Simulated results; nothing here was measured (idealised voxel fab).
Module name: voxel gate over fins (process module)
The cross-section on display is named cut; it measures 285 nm wide, and its cells are 5 nm squares.
Cross-section format: a grid of square cells, given as bands from top to bottom; each band is one or more rows of cells.
Band: top height; bottom height; in nm. Then, left to right: material with width in nm, for each material. "full width": a single material spanning edge to edge. "air": empty space.
Height datum 0, below which the as-received substrate wafer is one material. Lowest band open at the bottom, running downward: "0 down".
Think of "30..40" as a width that walks from the first number to the second as you go down the band, top row to bottom row, taking equal-sized steps from row to row.
No cell of the cross-section changed in a step that is given as "no change".
The entry "Trapped void list" lists the empty spaces that cover at least 8 cells and have no open path to the top. Each is written as width x height at distance, where the distance is measured from the left edge and all three values are in nm.
Formally, on a step line, whatever follows the settings is a remark that the simulator itself makes on the step.
Regarding "overlay nm": on a step with a mask, it is the distance the mask lay to the right of its planned place; a negative value places it to the left.
Below you will find pairs of cross-sections. In each, one shows the wafer before one process step and the other after it, with the after view ending at the lowest band that changed. Under each pair is the step separating them, along with its settings. Do not assume the pairs form a chain: they can come from different runs of this module on the same starting wafer, and a pair continues from the pair above it only when its "Prior state" entry says so.

-- Prior state
- 0 to -15 = air 55, Si 5, air 50, Si 5, air 50, Si 5, air 50, Si 5, air 60
- -15 to -20 = SiO2 55, Si 5, SiO2 50, Si 5, SiO2 50, Si 5, SiO2 50, Si 5, SiO2 60
- -20 to -30 = SiO2 55, Si 5, SiO2 15, TiN 5, W 5, TiN 5, SiO2 20, Si 5, SiO2 50, Si 5, SiO2 50, Si 5, SiO2 60
- -30 to -35 = SiO2 55, Si 5, SiO2 15, TiN 15, SiO2 20, Si 5, SiO2 50, Si 5, SiO2 50, Si 5, SiO2 60
- -35 to -45 = SiO2 55, Si 5, SiO2 50, Si 5, SiO2 50, Si 5, SiO2 50, Si 5, SiO2 60
- -45 down = Si full width
- Trapped void list: none

-- Sectional View, Post-Process
- 15 to 0 = air 40, HfO2 35, air 20, HfO2 35, air 20, HfO2 35, air 20, HfO2 35, air 45
- 0 to -15 = HfO2 55, Si 5, HfO2 50, Si 5, HfO2 50, Si 5, HfO2 50, Si 5, HfO2 60
- For the remainder of the cross-section, below -15, there is no change.
- Trapped void list: none
Between before and after, shown above: CONFORMAL_DEP,material HfO2,thk nm 15

Prior state: The structure entering this step is exactly what the pair just above shows after its step.

-- Sectional View, Post-Process
- 20 to 15 = air 35, TiN 45, air 10, TiN 45, air 10, TiN 45, air 10, TiN 45, air 40
- 15 to 5 = air 35, TiN 5, HfO2 35, TiN 5, air 10, TiN 5, HfO2 35, TiN 5, air 10, TiN 5, HfO2 35, TiN 5, air 10, TiN 5, HfO2 35, TiN 5, air 40
- 5 to 0 = TiN 40, HfO2 35, TiN 20, HfO2 35, TiN 20, HfO2 35, TiN 20, HfO2 35, TiN 45
- For the remainder of the cross-section, below 0, there is no change.
- Trapped void list: none
Between before and after, shown above: CONFORMAL_DEP,material TiN,thk nm 5

Prior state: The structure entering this step is exactly what the pair just above shows after its step.

-- Sectional View, Post-Process
- 35 to 20 = W full width
- 20 to 15 = W 35, TiN 45, W 10, TiN 45, W 10, TiN 45, W 10, TiN 45, W 40
- 15 to 5 = W 35, TiN 5, HfO2 35, TiN 5, W 10, TiN 5, HfO2 35, TiN 5, W 10, TiN 5, HfO2 35, TiN 5, W 10, TiN 5, HfO2 35, TiN 5, W 40
- For the remainder of the cross-section, below 5, there is no change.
- Trapped void list: none
Between before and after, shown above: FILL_DEP,material W,thk nm 15

Prior state: The structure entering this step is exactly what the pair just above shows after its step.

-- Sectional View, Post-Process
- 20 to 15 = W 35, TiN 45, W 10, TiN 45, W 10, TiN 45, W 10, TiN 45, W 40
- For the remainder of the cross-section, below 15, there is no change.
- Trapped void list: none
Between before and after, shown above: CMP,height nm 20

Prior state: The structure entering this step is exactly what the pair just above shows after its step.

-- Sectional View, Post-Process
- 25 to 20 = SiCN full width
- For the remainder of the cross-section, below 20, there is no change.
- Trapped void list: none
Between before and after, shown above: CONFORMAL_DEP,material SiCN,thk nm 5

-- Prior state
- 5 to 0 = SiO2 50, SiN 15, SiO2 40, SiN 15, SiO2 40, SiN 15, SiO2 40, SiN 15, SiO2 55
- 0 to -45 = SiO2 55, Si 5, SiO2 50, Si 5, SiO2 50, Si 5, SiO2 50, Si 5, SiO2 60
- -45 down = Si full width
- Trapped void list: none

-- Sectional View, Post-Process
- 5 to 0 = SiO2 50, SiN 15, SiO2 10, air 20, SiO2 10, SiN 15, SiO2 40, SiN 15, SiO2 40, SiN 15, SiO2 55
- 0 to -35 = SiO2 55, Si 5, SiO2 15, air 20, SiO2 15, Si 5, SiO2 50, Si 5, SiO2 50, Si 5, SiO2 60
- For the remainder of the cross-section, below -35, there is no change.
- Trapped void list: none
Between before and after, shown above: MASKED_ETCH,tone open,mask id RAIL,width nm 20,etch materials SiO2,depth nm 40,overlay nm 0

Prior state: The structure entering this step is exactly what the pair just above shows after its step.

-- Sectional View, Post-Process
- 10 to 5 = TiN 80, air 10, TiN 195
- 5 to 0 = SiO2 50, SiN 15, SiO2 10, TiN 5, air 10, TiN 5, SiO2 10, SiN 15, SiO2 40, SiN 15, SiO2 40, SiN 15, SiO2 55
- 0 to -30 = SiO2 55, Si 5, SiO2 15, TiN 5, air 10, TiN 5, SiO2 15, Si 5, SiO2 50, Si 5, SiO2 50, Si 5, SiO2 60
- -30 to -35 = SiO2 55, Si 5, SiO2 15, TiN 20, SiO2 15, Si 5, SiO2 50, Si 5, SiO2 50, Si 5, SiO2 60
- For the remainder of the cross-section, below -35, there is no change.
- Trapped void list: none
Between before and after, shown above: CONFORMAL_DEP,material TiN,thk nm 5

Prior state: The structure entering this step is exactly what the pair just above shows after its step.

-- Sectional View, Post-Process
- 15 to 10 = W full width
- 10 to 5 = TiN 80, W 10, TiN 195
- 5 to 0 = SiO2 50, SiN 15, SiO2 10, TiN 5, W 10, TiN 5, SiO2 10, SiN 15, SiO2 40, SiN 15, SiO2 40, SiN 15, SiO2 55
- 0 to -30 = SiO2 55, Si 5, SiO2 15, TiN 5, W 10, TiN 5, SiO2 15, Si 5, SiO2 50, Si 5, SiO2 50, Si 5, SiO2 60
- For the remainder of the cross-section, below -30, there is no change.
- Trapped void list: none
Between before and after, shown above: FILL_DEP,material W,thk nm 5

Prior state: The structure entering this step is exactly what the pair just above shows after its step.

-- Sectional View, Post-Process
- 5 to 0 = SiO2 50, SiN 15, SiO2 10, TiN 5, W 10, TiN 5, SiO2 10, SiN 15, SiO2 40, SiN 15, SiO2 40, SiN 15, SiO2 55
- For the remainder of the cross-section, below 0, there is no change.
- Trapped void list: none
Between before and after, shown above: CMP,height nm 5

Prior state: The structure entering this step is exactly what the pair just above shows after its step.

-- Sectional View, Post-Process
- 5 to 0 = SiO2 50, SiN 15, SiO2 10, air 20, SiO2 10, SiN 15, SiO2 40, SiN 15, SiO2 40, SiN 15, SiO2 55
- 0 to -20 = SiO2 55, Si 5, SiO2 15, air 20, SiO2 15, Si 5, SiO2 50, Si 5, SiO2 50, Si 5, SiO2 60
- For the remainder of the cross-section, below -20, there is no change.
- Trapped void list: none
Between before and after, shown above: SELECTIVE_ETCH,etch materials W Ru TiN,depth nm 25

Prior state: The structure entering this step is exactly what the pair just above shows after its step.

-- Sectional View, Post-Process
- 10 to 5 = SiO2 full width
- 5 to 0 = SiO2 50, SiN 15, SiO2 40, SiN 15, SiO2 40, SiN 15, SiO2 40, SiN 15, SiO2 55
- 0 to -20 = SiO2 55, Si 5, SiO2 50, Si 5, SiO2 50, Si 5, SiO2 50, Si 5, SiO2 60
- For the remainder of the cross-section, below -20, there is no change.
- Trapped void list: none
Between before and after, shown above: FILL_DEP,material SiO2,thk nm 5

Prior state: The structure entering this step is exactly what the pair just above shows after its step.

-- Sectional View, Post-Process
- 5 to 0 = SiO2 50, SiN 15, SiO2 40, SiN 15, SiO2 40, SiN 15, SiO2 40, SiN 15, SiO2 55
- For the remainder of the cross-section, below 0, there is no change.
- Trapped void list: none
Between before and after, shown above: CMP,height nm 5

Prior state: The structure entering this step is exactly what the pair just above shows after its step.

-- Sectional View, Post-Process
- 5 to 0 = air 50, SiN 15, air 40, SiN 15, air 40, SiN 15, air 40, SiN 15, air 55
- 0 to -15 = air 55, Si 5, air 50, Si 5, air 50, Si 5, air 50, Si 5, air 60
- For the remainder of the cross-section, below -15, there is no change.
- Trapped void list: none
Between before and after, shown above: SELECTIVE_ETCH,etch materials SiO2,depth nm 20

Prior state: The structure entering this step is exactly what the pair just above shows after its step.

-- Sectional View, Post-Process
- 0 to -15 = air 55, Si 5, air 50, Si 5, air 50, Si 5, air 50, Si 5, air 60
- For the remainder of the cross-section, below -15, there is no change.
- Trapped void list: none
Between before and after, shown above: STRIP,etch materials SiN

Prior state: The structure entering this step is exactly what the pair just above shows after its step.

-- Sectional View, Post-Process
- 5 to 0 = air 50, HfO2 15, air 40, HfO2 15, air 40, HfO2 15, air 40, HfO2 15, air 55
- 0 to -10 = air 50, HfO2 5, Si 5, HfO2 5, air 40, HfO2 5, Si 5, HfO2 5, air 40, HfO2 5, Si 5, HfO2 5, air 40, HfO2 5, Si 5, HfO2 5, air 55
- -10 to -15 = HfO2 55, Si 5, HfO2 50, Si 5, HfO2 50, Si 5, HfO2 50, Si 5, HfO2 60
- For the remainder of the cross-section, below -15, there is no change.
- Trapped void list: none
Between before and after, shown above: CONFORMAL_DEP,material HfO2,thk nm 5

Prior state: The structure entering this step is exactly what the pair just above shows after its step.

-- Sectional View, Post-Process
- 10 to 5 = air 45, TiN 25, air 30, TiN 25, air 30, TiN 25, air 30, TiN 25, air 50
- 5 to 0 = air 45, TiN 5, HfO2 15, TiN 5, air 30, TiN 5, HfO2 15, TiN 5, air 30, TiN 5, HfO2 15, TiN 5, air 30, TiN 5, HfO2 15, TiN 5, air 50
- 0 to -5 = air 45, TiN 5, HfO2 5, Si 5, HfO2 5, TiN 5, air 30, TiN 5, HfO2 5, Si 5, HfO2 5, TiN 5, air 30, TiN 5, HfO2 5, Si 5, HfO2 5, TiN 5, air 30, TiN 5, HfO2 5, Si 5, HfO2 5, TiN 5, air 50
- -5 to -10 = TiN 50, HfO2 5, Si 5, HfO2 5, TiN 40, HfO2 5, Si 5, HfO2 5, TiN 40, HfO2 5, Si 5, HfO2 5, TiN 40, HfO2 5, Si 5, HfO2 5, TiN 55
- For the remainder of the cross-section, below -10, there is no change.
- Trapped void list: none
Between before and after, shown above: CONFORMAL_DEP,material TiN,thk nm 5

Prior state: The structure entering this step is exactly what the pair just above shows after its step.

-- Sectional View, Post-Process
- 25 to 10 = W full width
- 10 to 5 = W 45, TiN 25, W 30, TiN 25, W 30, TiN 25, W 30, TiN 25, W 50
- 5 to 0 = W 45, TiN 5, HfO2 15, TiN 5, W 30, TiN 5, HfO2 15, TiN 5, W 30, TiN 5, HfO2 15, TiN 5, W 30, TiN 5, HfO2 15, TiN 5, W 50
- 0 to -5 = W 45, TiN 5, HfO2 5, Si 5, HfO2 5, TiN 5, W 30, TiN 5, HfO2 5, Si 5, HfO2 5, TiN 5, W 30, TiN 5, HfO2 5, Si 5, HfO2 5, TiN 5, W 30, TiN 5, HfO2 5, Si 5, HfO2 5, TiN 5, W 50
- For the remainder of the cross-section, below -5, there is no change.
- Trapped void list: none
Between before and after, shown above: FILL_DEP,material W,thk nm 15

Prior state: The structure entering this step is exactly what the pair just above shows after its step.

-- Sectional View, Post-Process
- 20 to 10 = W full width
- For the remainder of the cross-section, below 10, there is no change.
- Trapped void list: none
Between before and after, shown above: CMP,height nm 20

Prior state: The structure entering this step is exactly what the pair just above shows after its step.

-- Sectional View, Post-Process
- 25 to 20 = SiCN full width
- For the remainder of the cross-section, below 20, there is no change.
- Trapped void list: none
Between before and after, shown above: CONFORMAL_DEP,material SiCN,thk nm 5

-- Prior state
- 5 to 0 = SiO2 50, SiN 15, SiO2 40, SiN 15, SiO2 40, SiN 15, SiO2 40, SiN 15, SiO2 55
- 0 to -45 = SiO2 55, Si 5, SiO2 50, Si 5, SiO2 50, Si 5, SiO2 50, Si 5, SiO2 60
- -45 down = Si full width
- Trapped void list: none

-- Sectional View, Post-Process
- 5 to 0 = SiO2 50, SiN 15, SiO2 5, air 15, SiO2 20, SiN 15, SiO2 40, SiN 15, SiO2 40, SiN 15, SiO2 55
- 0 to -35 = SiO2 55, Si 5, SiO2 10, air 15, SiO2 25, Si 5, SiO2 50, Si 5, SiO2 50, Si 5, SiO2 60
- For the remainder of the cross-section, below -35, there is no change.
- Trapped void list: none
Between before and after, shown above: MASKED_ETCH,tone open,mask id RAIL,width nm 15,etch materials SiO2,depth nm 40,overlay nm -5

Prior state: The structure entering this step is exactly what the pair just above shows after its step.

-- Sectional View, Post-Process
- 10 to 5 = TiN 75, air 5, TiN 205
- 5 to 0 = SiO2 50, SiN 15, SiO2 5, TiN 5, air 5, TiN 5, SiO2 20, SiN 15, SiO2 40, SiN 15, SiO2 40, SiN 15, SiO2 55
- 0 to -30 = SiO2 55, Si 5, SiO2 10, TiN 5, air 5, TiN 5, SiO2 25, Si 5, SiO2 50, Si 5, SiO2 50, Si 5, SiO2 60
- -30 to -35 = SiO2 55, Si 5, SiO2 10, TiN 15, SiO2 25, Si 5, SiO2 50, Si 5, SiO2 50, Si 5, SiO2 60
- For the remainder of the cross-section, below -35, there is no change.
- Trapped void list: none
Between before and after, shown above: CONFORMAL_DEP,material TiN,thk nm 5

Prior state: The structure entering this step is exactly what the pair just above shows after its step.

-- Sectional View, Post-Process
- 15 to 10 = W full width
- 10 to 5 = TiN 75, W 5, TiN 205
- 5 to 0 = SiO2 50, SiN 15, SiO2 5, TiN 5, W 5, TiN 5, SiO2 20, SiN 15, SiO2 40, SiN 15, SiO2 40, SiN 15, SiO2 55
- 0 to -30 = SiO2 55, Si 5, SiO2 10, TiN 5, W 5, TiN 5, SiO2 25, Si 5, SiO2 50, Si 5, SiO2 50, Si 5, SiO2 60
- For the remainder of the cross-section, below -30, there is no change.
- Trapped void list: none
Between before and after, shown above: FILL_DEP,material W,thk nm 5

Prior state: The structure entering this step is exactly what the pair just above shows after its step.

-- Sectional View, Post-Process
- 5 to 0 = SiO2 50, SiN 15, SiO2 5, TiN 5, W 5, TiN 5, SiO2 20, SiN 15, SiO2 40, SiN 15, SiO2 40, SiN 15, SiO2 55
- For the remainder of the cross-section, below 0, there is no change.
- Trapped void list: none
Between before and after, shown above: CMP,height nm 5

Prior state: The structure entering this step is exactly what the pair just above shows after its step.

-- Sectional View, Post-Process
- 5 to 0 = SiO2 50, SiN 15, SiO2 5, air 15, SiO2 20, SiN 15, SiO2 40, SiN 15, SiO2 40, SiN 15, SiO2 55
- 0 to -20 = SiO2 55, Si 5, SiO2 10, air 15, SiO2 25, Si 5, SiO2 50, Si 5, SiO2 50, Si 5, SiO2 60
- For the remainder of the cross-section, below -20, there is no change.
- Trapped void list: none
Between before and after, shown above: SELECTIVE_ETCH,etch materials W Ru TiN,depth nm 25

Prior state: The structure entering this step is exactly what the pair just above shows after its step.

-- Sectional View, Post-Process
- 10 to 5 = SiO2 full width
- 5 to 0 = SiO2 50, SiN 15, SiO2 40, SiN 15, SiO2 40, SiN 15, SiO2 40, SiN 15, SiO2 55
- 0 to -20 = SiO2 55, Si 5, SiO2 50, Si 5, SiO2 50, Si 5, SiO2 50, Si 5, SiO2 60
- For the remainder of the cross-section, below -20, there is no change.
- Trapped void list: none
Between before and after, shown above: FILL_DEP,material SiO2,thk nm 5

Prior state: The structure entering this step is exactly what the pair just above shows after its step.

-- Sectional View, Post-Process
- 5 to 0 = SiO2 50, SiN 15, SiO2 40, SiN 15, SiO2 40, SiN 15, SiO2 40, SiN 15, SiO2 55
- For the remainder of the cross-section, below 0, there is no change.
- Trapped void list: none
Between before and after, shown above: CMP,height nm 5

Prior state: The structure entering this step is exactly what the pair just above shows after its step.

-- Sectional View, Post-Process
- 5 to 0 = air 50, SiN 15, air 40, SiN 15, air 40, SiN 15, air 40, SiN 15, air 55
- 0 to -15 = air 55, Si 5, air 50, Si 5, air 50, Si 5, air 50, Si 5, air 60
- For the remainder of the cross-section, below -15, there is no change.
- Trapped void list: none
Between before and after, shown above: SELECTIVE_ETCH,etch materials SiO2,depth nm 20

Prior state: The structure entering this step is exactly what the pair just above shows after its step.

-- Sectional View, Post-Process
- 0 to -15 = air 55, Si 5, air 50, Si 5, air 50, Si 5, air 50, Si 5, air 60
- For the remainder of the cross-section, below -15, there is no change.
- Trapped void list: none
Between before and after, shown above: STRIP,etch materials SiN

Prior state: The structure entering this step is exactly what the pair just above shows after its step.

-- Sectional View, Post-Process
- 5 to 0 = air 50, HfO2 15, air 40, HfO2 15, air 40, HfO2 15, air 40, HfO2 15, air 55
- 0 to -10 = air 50, HfO2 5, Si 5, HfO2 5, air 40, HfO2 5, Si 5, HfO2 5, air 40, HfO2 5, Si 5, HfO2 5, air 40, HfO2 5, Si 5, HfO2 5, air 55
- -10 to -15 = HfO2 55, Si 5, HfO2 50, Si 5, HfO2 50, Si 5, HfO2 50, Si 5, HfO2 60
- For the remainder of the cross-section, below -15, there is no change.
- Trapped void list: none
Between before and after, shown above: CONFORMAL_DEP,material HfO2,thk nm 5

Prior state: The structure entering this step is exactly what the pair just above shows after its step.

-- Sectional View, Post-Process
- 10 to 5 = air 45, TiN 25, air 30, TiN 25, air 30, TiN 25, air 30, TiN 25, air 50
- 5 to 0 = air 45, TiN 5, HfO2 15, TiN 5, air 30, TiN 5, HfO2 15, TiN 5, air 30, TiN 5, HfO2 15, TiN 5, air 30, TiN 5, HfO2 15, TiN 5, air 50
- 0 to -5 = air 45, TiN 5, HfO2 5, Si 5, HfO2 5, TiN 5, air 30, TiN 5, HfO2 5, Si 5, HfO2 5, TiN 5, air 30, TiN 5, HfO2 5, Si 5, HfO2 5, TiN 5, air 30, TiN 5, HfO2 5, Si 5, HfO2 5, TiN 5, air 50
- -5 to -10 = TiN 50, HfO2 5, Si 5, HfO2 5, TiN 40, HfO2 5, Si 5, HfO2 5, TiN 40, HfO2 5, Si 5, HfO2 5, TiN 40, HfO2 5, Si 5, HfO2 5, TiN 55
- For the remainder of the cross-section, below -10, there is no change.
- Trapped void list: none
Between before and after, shown above: CONFORMAL_DEP,material TiN,thk nm 5

Prior state: The structure entering this step is exactly what the pair just above shows after its step.

-- Sectional View, Post-Process
- 25 to 10 = W full width
- 10 to 5 = W 45, TiN 25, W 30, TiN 25, W 30, TiN 25, W 30, TiN 25, W 50
- 5 to 0 = W 45, TiN 5, HfO2 15, TiN 5, W 30, TiN 5, HfO2 15, TiN 5, W 30, TiN 5, HfO2 15, TiN 5, W 30, TiN 5, HfO2 15, TiN 5, W 50
- 0 to -5 = W 45, TiN 5, HfO2 5, Si 5, HfO2 5, TiN 5, W 30, TiN 5, HfO2 5, Si 5, HfO2 5, TiN 5, W 30, TiN 5, HfO2 5, Si 5, HfO2 5, TiN 5, W 30, TiN 5, HfO2 5, Si 5, HfO2 5, TiN 5, W 50
- For the remainder of the cross-section, below -5, there is no change.
- Trapped void list: none
Between before and after, shown above: FILL_DEP,material W,thk nm 15

Prior state: The structure entering this step is exactly what the pair just above shows after its step.

-- Sectional View, Post-Process
- 20 to 10 = W full width
- For the remainder of the cross-section, below 10, there is no change.
- Trapped void list: none
Between before and after, shown above: CMP,height nm 20

Prior state: The structure entering this step is exactly what the pair just above shows after its step.

-- Sectional View, Post-Process
- 25 to 20 = SiCN full width
- For the remainder of the cross-section, below 20, there is no change.
- Trapped void list: none
Between before and after, shown above: CONFORMAL_DEP,material SiCN,thk nm 5

-- Prior state
- 5 to 0 = air 50, HfO2 15, air 40, HfO2 15, air 40, HfO2 15, air 40, HfO2 15, air 55
- 0 to -10 = air 50, HfO2 5, Si 5, HfO2 5, air 40, HfO2 5, Si 5, HfO2 5, air 40, HfO2 5, Si 5, HfO2 5, air 40, HfO2 5, Si 5, HfO2 5, air 55
- -10 to -15 = HfO2 55, Si 5, HfO2 50, Si 5, HfO2 50, Si 5, HfO2 50, Si 5, HfO2 60
- -15 to -20 = SiO2 55, Si 5, SiO2 50, Si 5, SiO2 50, Si 5, SiO2 50, Si 5, SiO2 60
- -20 to -30 = SiO2 55, Si 5, SiO2 15, TiN 5, W 5, TiN 5, SiO2 20, Si 5, SiO2 50, Si 5, SiO2 50, Si 5, SiO2 60
- -30 to -35 = SiO2 55, Si 5, SiO2 15, TiN 15, SiO2 20, Si 5, SiO2 50, Si 5, SiO2 50, Si 5, SiO2 60
- -35 to -45 = SiO2 55, Si 5, SiO2 50, Si 5, SiO2 50, Si 5, SiO2 50, Si 5, SiO2 60
- -45 down = Si full width
- Trapped void list: none

-- Sectional View, Post-Process
- 10 to 5 = air 45, SiN 25, air 30, SiN 25, air 30, SiN 25, air 30, SiN 25, air 50
- 5 to 0 = air 45, SiN 5, HfO2 15, SiN 5, air 30, SiN 5, HfO2 15, SiN 5, air 30, SiN 5, HfO2 15, SiN 5, air 30, SiN 5, HfO2 15, SiN 5, air 50
- 0 to -5 = air 45, SiN 5, HfO2 5, Si 5, HfO2 5, SiN 5, air 30, SiN 5, HfO2 5, Si 5, HfO2 5, SiN 5, air 30, SiN 5, HfO2 5, Si 5, HfO2 5, SiN 5, air 30, SiN 5, HfO2 5, Si 5, HfO2 5, SiN 5, air 50
- -5 to -10 = SiN 50, HfO2 5, Si 5, HfO2 5, SiN 40, HfO2 5, Si 5, HfO2 5, SiN 40, HfO2 5, Si 5, HfO2 5, SiN 40, HfO2 5, Si 5, HfO2 5, SiN 55
- For the remainder of the cross-section, below -10, there is no change.
- Trapped void list: none
Between before and after, shown above: CONFORMAL_DEP,material SiN,thk nm 5

Prior state: The structure entering this step is exactly what the pair just above shows after its step.

-- Sectional View, Post-Process
- 25 to 10 = W full width
- 10 to 5 = W 45, SiN 25, W 30, SiN 25, W 30, SiN 25, W 30, SiN 25, W 50
- 5 to 0 = W 45, SiN 5, HfO2 15, SiN 5, W 30, SiN 5, HfO2 15, SiN 5, W 30, SiN 5, HfO2 15, SiN 5, W 30, SiN 5, HfO2 15, SiN 5, W 50
- 0 to -5 = W 45, SiN 5, HfO2 5, Si 5, HfO2 5, SiN 5, W 30, SiN 5, HfO2 5, Si 5, HfO2 5, SiN 5, W 30, SiN 5, HfO2 5, Si 5, HfO2 5, SiN 5, W 30, SiN 5, HfO2 5, Si 5, HfO2 5, SiN 5, W 50
- For the remainder of the cross-section, below -5, there is no change.
- Trapped void list: none
Between before and after, shown above: FILL_DEP,material W,thk nm 15

Prior state: The structure entering this step is exactly what the pair just above shows after its step.

-- Sectional View, Post-Process
- 20 to 10 = W full width
- For the remainder of the cross-section, below 10, there is no change.
- Trapped void list: none
Between before and after, shown above: CMP,height nm 20

Prior state: The structure entering this step is exactly what the pair just above shows after its step.

-- Sectional View, Post-Process
- 25 to 20 = SiCN full width
- For the remainder of the cross-section, below 20, there is no change.
- Trapped void list: none
Between before and after, shown above: CONFORMAL_DEP,material SiCN,thk nm 5

-- Prior state
- 5 to 0 = SiO2 50, SiN 15, SiO2 40, SiN 15, SiO2 40, SiN 15, SiO2 40, SiN 15, SiO2 55
- 0 to -45 = SiO2 55, Si 5, SiO2 50, Si 5, SiO2 50, Si 5, SiO2 50, Si 5, SiO2 60
- -45 down = Si full width
- Trapped void list: none

-- Sectional View, Post-Process
- 5 to 0 = air 50, SiN 15, air 10, SiO2 15, air 15, SiN 15, air 40, SiN 15, air 40, SiN 15, air 55
- 0 to -35 = air 50, SiO2 5, Si 5, SiO2 5, air 10, SiO2 15, air 15, SiO2 5, Si 5, SiO2 5, air 40, SiO2 5, Si 5, SiO2 5, air 40, SiO2 5, Si 5, SiO2 5, air 55
- For the remainder of the cross-section, below -35, there is no change.
- Trapped void list: none
Between before and after, shown above: MASKED_ETCH,tone cover,mask id RAIL,width nm 15,etch materials SiO2,depth nm 40,overlay nm 0

Prior state: The structure entering this step is exactly what the pair just above shows after its step.

-- Sectional View, Post-Process
- 10 to 5 = air 45, TiN 50, air 5, TiN 25, air 30, TiN 25, air 30, TiN 25, air 50
- 5 to 0 = air 45, TiN 5, SiN 15, TiN 10, SiO2 15, TiN 5, air 5, TiN 5, SiN 15, TiN 5, air 30, TiN 5, SiN 15, TiN 5, air 30, TiN 5, SiN 15, TiN 5, air 50
- 0 to -30 = air 45, TiN 5, SiO2 5, Si 5, SiO2 5, TiN 10, SiO2 15, TiN 5, air 5, TiN 5, SiO2 5, Si 5, SiO2 5, TiN 5, air 30, TiN 5, SiO2 5, Si 5, SiO2 5, TiN 5, air 30, TiN 5, SiO2 5, Si 5, SiO2 5, TiN 5, air 50
- -30 to -35 = TiN 50, SiO2 5, Si 5, SiO2 5, TiN 10, SiO2 15, TiN 15, SiO2 5, Si 5, SiO2 5, TiN 40, SiO2 5, Si 5, SiO2 5, TiN 40, SiO2 5, Si 5, SiO2 5, TiN 55
- For the remainder of the cross-section, below -35, there is no change.
- Trapped void list: none
Between before and after, shown above: CONFORMAL_DEP,material TiN,thk nm 5

Prior state: The structure entering this step is exactly what the pair just above shows after its step.

-- Sectional View, Post-Process
- 15 to 10 = W full width
- 10 to 5 = W 45, TiN 50, W 5, TiN 25, W 30, TiN 25, W 30, TiN 25, W 50
- 5 to 0 = W 45, TiN 5, SiN 15, TiN 10, SiO2 15, TiN 5, W 5, TiN 5, SiN 15, TiN 5, W 30, TiN 5, SiN 15, TiN 5, W 30, TiN 5, SiN 15, TiN 5, W 50
- 0 to -30 = W 45, TiN 5, SiO2 5, Si 5, SiO2 5, TiN 10, SiO2 15, TiN 5, W 5, TiN 5, SiO2 5, Si 5, SiO2 5, TiN 5, W 30, TiN 5, SiO2 5, Si 5, SiO2 5, TiN 5, W 30, TiN 5, SiO2 5, Si 5, SiO2 5, TiN 5, W 50
- For the remainder of the cross-section, below -30, there is no change.
- Trapped void list: none
Between before and after, shown above: FILL_DEP,material W,thk nm 5

Prior state: The structure entering this step is exactly what the pair just above shows after its step.

-- Sectional View, Post-Process
- 5 to 0 = W 45, TiN 5, SiN 15, TiN 10, SiO2 15, TiN 5, W 5, TiN 5, SiN 15, TiN 5, W 30, TiN 5, SiN 15, TiN 5, W 30, TiN 5, SiN 15, TiN 5, W 50
- For the remainder of the cross-section, below 0, there is no change.
- Trapped void list: none
Between before and after, shown above: CMP,height nm 5

Prior state: The structure entering this step is exactly what the pair just above shows after its step.

-- Sectional View, Post-Process
- 5 to 0 = air 50, SiN 15, air 10, SiO2 15, air 15, SiN 15, air 40, SiN 15, air 40, SiN 15, air 55
- 0 to -20 = air 50, SiO2 5, Si 5, SiO2 5, air 10, SiO2 15, air 15, SiO2 5, Si 5, SiO2 5, air 40, SiO2 5, Si 5, SiO2 5, air 40, SiO2 5, Si 5, SiO2 5, air 55
- For the remainder of the cross-section, below -20, there is no change.
- Trapped void list: none
Between before and after, shown above: SELECTIVE_ETCH,etch materials W Ru TiN,depth nm 25

Prior state: The structure entering this step is exactly what the pair just above shows after its step.

-- Sectional View, Post-Process
- 10 to 5 = SiO2 full width
- 5 to 0 = SiO2 50, SiN 15, SiO2 40, SiN 15, SiO2 40, SiN 15, SiO2 40, SiN 15, SiO2 55
- 0 to -20 = SiO2 55, Si 5, SiO2 50, Si 5, SiO2 50, Si 5, SiO2 50, Si 5, SiO2 60
- For the remainder of the cross-section, below -20, there is no change.
- Trapped void list: none
Between before and after, shown above: FILL_DEP,material SiO2,thk nm 5

Prior state: The structure entering this step is exactly what the pair just above shows after its step.

-- Sectional View, Post-Process
- 5 to 0 = SiO2 50, SiN 15, SiO2 40, SiN 15, SiO2 40, SiN 15, SiO2 40, SiN 15, SiO2 55
- For the remainder of the cross-section, below 0, there is no change.
- Trapped void list: none
Between before and after, shown above: CMP,height nm 5

Prior state: The structure entering this step is exactly what the pair just above shows after its step.

-- Sectional View, Post-Process
- 5 to 0 = air 50, SiN 15, air 40, SiN 15, air 40, SiN 15, air 40, SiN 15, air 55
- 0 to -15 = air 55, Si 5, air 50, Si 5, air 50, Si 5, air 50, Si 5, air 60
- For the remainder of the cross-section, below -15, there is no change.
- Trapped void list: none
Between before and after, shown above: SELECTIVE_ETCH,etch materials SiO2,depth nm 20

Prior state: The structure entering this step is exactly what the pair just above shows after its step.

-- Sectional View, Post-Process
- 0 to -15 = air 55, Si 5, air 50, Si 5, air 50, Si 5, air 50, Si 5, air 60
- For the remainder of the cross-section, below -15, there is no change.
- Trapped void list: none
Between before and after, shown above: STRIP,etch materials SiN

Prior state: The structure entering this step is exactly what the pair just above shows after its step.

-- Sectional View, Post-Process
- 5 to 0 = air 50, HfO2 15, air 40, HfO2 15, air 40, HfO2 15, air 40, HfO2 15, air 55
- 0 to -10 = air 50, HfO2 5, Si 5, HfO2 5, air 40, HfO2 5, Si 5, HfO2 5, air 40, HfO2 5, Si 5, HfO2 5, air 40, HfO2 5, Si 5, HfO2 5, air 55
- -10 to -15 = HfO2 55, Si 5, HfO2 50, Si 5, HfO2 50, Si 5, HfO2 50, Si 5, HfO2 60
- For the remainder of the cross-section, below -15, there is no change.
- Trapped void list: none
Between before and after, shown above: CONFORMAL_DEP,material HfO2,thk nm 5
